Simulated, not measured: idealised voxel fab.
Proc. module: voxel wiring stack
Pictured: cross-section cut, 295 nm wide, on a grid of 5 nm square cells.
How to read a cross-section here: the picture is a grid of square cells, written as bands going from the top down, and any band can span one or more rows of cells.
A band entry consists of two parts. The first gives the height of the band's top and the height of its bottom, in nm. The rest lists the band's materials from left to right, each with its width in nm. A single material labelled with the word "everywhere" fills the band from edge to edge, and the word "blank" marks empty space.
Ref level 0: as-received wafer is one material below here. Bottom band extends down with no lower bound ("0 nm and below").
Per-row width for "30 to 40": begins at first number (top row of band), ends at second number (bottom row), increment between rows held constant.
Step marked "no alteration"? Then no cell in the cross-section changed in it.
Cavities, closed: empty space of 8 cells or more with no open way to the top, each as width x height at its distance from the left edge, in nm
Text after the settings on a step's line: the simulator's own remark on that step.
"overlay nm" answers the question of how far to the right of plan the mask lay on a step that has a mask, and when it is negative the answer is to the left.

[Below is the list of planned process steps]
1) RECEIVE, material Si
2) CONFORMAL_DEP, material SiO2, thk nm 10
3) CONFORMAL_DEP, material SiCN, thk nm 5
4) DIRECTIONAL_DEP, material lowk, thk nm 25
5) PATTERN, tone open, mask id METAL_1, material resist, width nm 25, pitch nm 45, thk nm 15, overlay nm 0
6) DIRECTIONAL_ETCH, etch materials lowk, depth nm 25
7) DIRECTIONAL_ETCH, etch materials SiCN, depth nm 5
8) STRIP, etch materials resist
9) CONFORMAL_DEP, material TiN, thk nm 5
10) FILL_DEP, material Cu, thk nm 5
11) CMP, height nm 40
12) CONFORMAL_DEP, material SiCN, thk nm 5
13) DIRECTIONAL_DEP, material lowk, thk nm 15
14) DIRECTIONAL_DEP, material aC, thk nm 15
15) PATTERN, tone open, mask id PLUG_1, material resist, width nm 15, thk nm 35, overlay nm 0
16) DIRECTIONAL_ETCH, etch materials aC, depth nm 15
17) STRIP, etch materials resist
18) DIRECTIONAL_ETCH, etch materials lowk, depth nm 15
19) DIRECTIONAL_ETCH, etch materials SiCN, depth nm 5
20) STRIP, etch materials aC
21) EPI, material Ru, thk nm 10
22) EPI, material Ru, thk nm 10
23) CONFORMAL_DEP, material SiCN, thk nm 5
24) DIRECTIONAL_DEP, material lowk, thk nm 15
25) PATTERN, tone open, mask id METAL_2, material resist, width nm 25, pitch nm 45, thk nm 20, overlay nm 0
26) DIRECTIONAL_ETCH, etch materials lowk, depth nm 15
27) DIRECTIONAL_ETCH, etch materials SiCN, depth nm 5
28) STRIP, etch materials resist
29) CONFORMAL_DEP, material TiN, thk nm 5
30) FILL_DEP, material Ru, thk nm 5
31) CMP, height nm 80
32) CONFORMAL_DEP, material SiCN, thk nm 5
33) DIRECTIONAL_DEP, material SiO2, thk nm 20
34) PATTERN, tone open, mask id PLUG_2, material resist, width nm 15, thk nm 20, overlay nm 0
35) DIRECTIONAL_ETCH, etch materials SiO2, depth nm 20
36) DIRECTIONAL_ETCH, etch materials SiCN, depth nm 5
37) STRIP, etch materials resist
38) CONFORMAL_DEP, material TiN, thk nm 5
39) FILL_DEP, material Cu, thk nm 5
40) CMP, height nm 105
41) DIRECTIONAL_DEP, material TiN, thk nm 5
42) DIRECTIONAL_DEP, material Ru, thk nm 25
43) DIRECTIONAL_DEP, material aC, thk nm 10
44) PATTERN, tone cover, mask id METAL_3, material resist, width nm 25, pitch nm 45, thk nm 25, overlay nm 0
45) DIRECTIONAL_ETCH, etch materials aC, depth nm 10
46) STRIP, etch materials resist
47) DIRECTIONAL_ETCH, etch materials Ru, depth nm 25
48) DIRECTIONAL_ETCH, etch materials TiN, depth nm 5
49) STRIP, etch materials aC
50) CONFORMAL_DEP, material SiN, thk nm 5
51) FILL_DEP, material SiO2, thk nm 5
52) CMP, height nm 135
53) CONFORMAL_DEP, material SiN, thk nm 5

[So this is the incoming wafer in cross-section - it's already been through step 1]
    0 nm and below: Si everywhere
    Cavities, closed: none

[Run as planned - first of the two wafers cross-sectioned at the end of the module]
    140 nm to 135 nm: SiN everywhere
    135 nm to 110 nm: SiO2 105 / SiN 5 / Ru 25 / SiN 5 / SiO2 10 / SiN 5 / Ru 25 / SiN 5 / SiO2 110
    110 nm to 105 nm: SiN 110 / TiN 25 / SiN 20 / TiN 25 / SiN 115
    105 nm to 85 nm: SiO2 110 / TiN 5 / Cu 5 / TiN 5 / SiO2 170
    85 nm to 80 nm: SiCN 110 / TiN 15 / SiCN 170
    80 nm to 65 nm: lowk 110 / TiN 5 / Ru 15 / TiN 5 / lowk 20 / TiN 5 / Ru 15 / TiN 5 / lowk 115
    65 nm to 60 nm: SiCN 110 / TiN 25 / SiCN 20 / TiN 25 / SiCN 115
    60 nm to 45 nm: lowk 110 / Ru 15 / lowk 170
    45 nm to 40 nm: SiCN 110 / Ru 15 / SiCN 170
    40 nm to 15 nm: lowk 110 / TiN 5 / Cu 15 / TiN 5 / lowk 20 / TiN 5 / Cu 15 / TiN 5 / lowk 115
    15 nm to 10 nm: SiCN 110 / TiN 25 / SiCN 20 / TiN 25 / SiCN 115
    10 nm to 0 nm: SiO2 everywhere
    0 nm and below: Si everywhere
    Cavities, closed: none

[Cross-section, second wafer: same start as the first, same plan as the first, one mistake in running it; taken at the end of the module]
    140 nm to 135 nm: SiN everywhere
    135 nm to 110 nm: SiO2 105 / SiN 5 / Ru 25 / SiN 5 / SiO2 10 / SiN 5 / Ru 25 / SiN 5 / SiO2 110
    110 nm to 105 nm: SiN 110 / TiN 25 / SiN 20 / TiN 25 / SiN 115
    105 nm to 85 nm: SiO2 105 / TiN 5 / Cu 15 / TiN 5 / SiO2 165
    85 nm to 80 nm: SiCN 105 / TiN 25 / SiCN 165
    80 nm to 65 nm: lowk 110 / TiN 5 / Ru 15 / TiN 5 / lowk 20 / TiN 5 / Ru 15 / TiN 5 / lowk 115
    65 nm to 60 nm: SiCN 110 / TiN 25 / SiCN 20 / TiN 25 / SiCN 115
    60 nm to 45 nm: lowk 110 / Ru 15 / lowk 170
    45 nm to 40 nm: SiCN 110 / Ru 15 / SiCN 170
    40 nm to 15 nm: lowk 110 / TiN 5 / Cu 15 / TiN 5 / lowk 20 / TiN 5 / Cu 15 / TiN 5 / lowk 115
    15 nm to 10 nm: SiCN 110 / TiN 25 / SiCN 20 / TiN 25 / SiCN 115
    10 nm to 0 nm: SiO2 everywhere
    0 nm and below: Si everywhere
    Cavities, closed: none
What broke from the plan during processing? step 34 was run on a setting that differed from the plan, and what really ran there is PATTERN, tone open, mask id PLUG_2, material resist, width nm 25, thk nm 20, overlay nm 0
The closing comparison, in cells, has the second wafer with more or fewer of some materials than the first: Cu: 8 more; SiCN: 2 fewer; SiO2: 8 fewer; TiN: 2 more
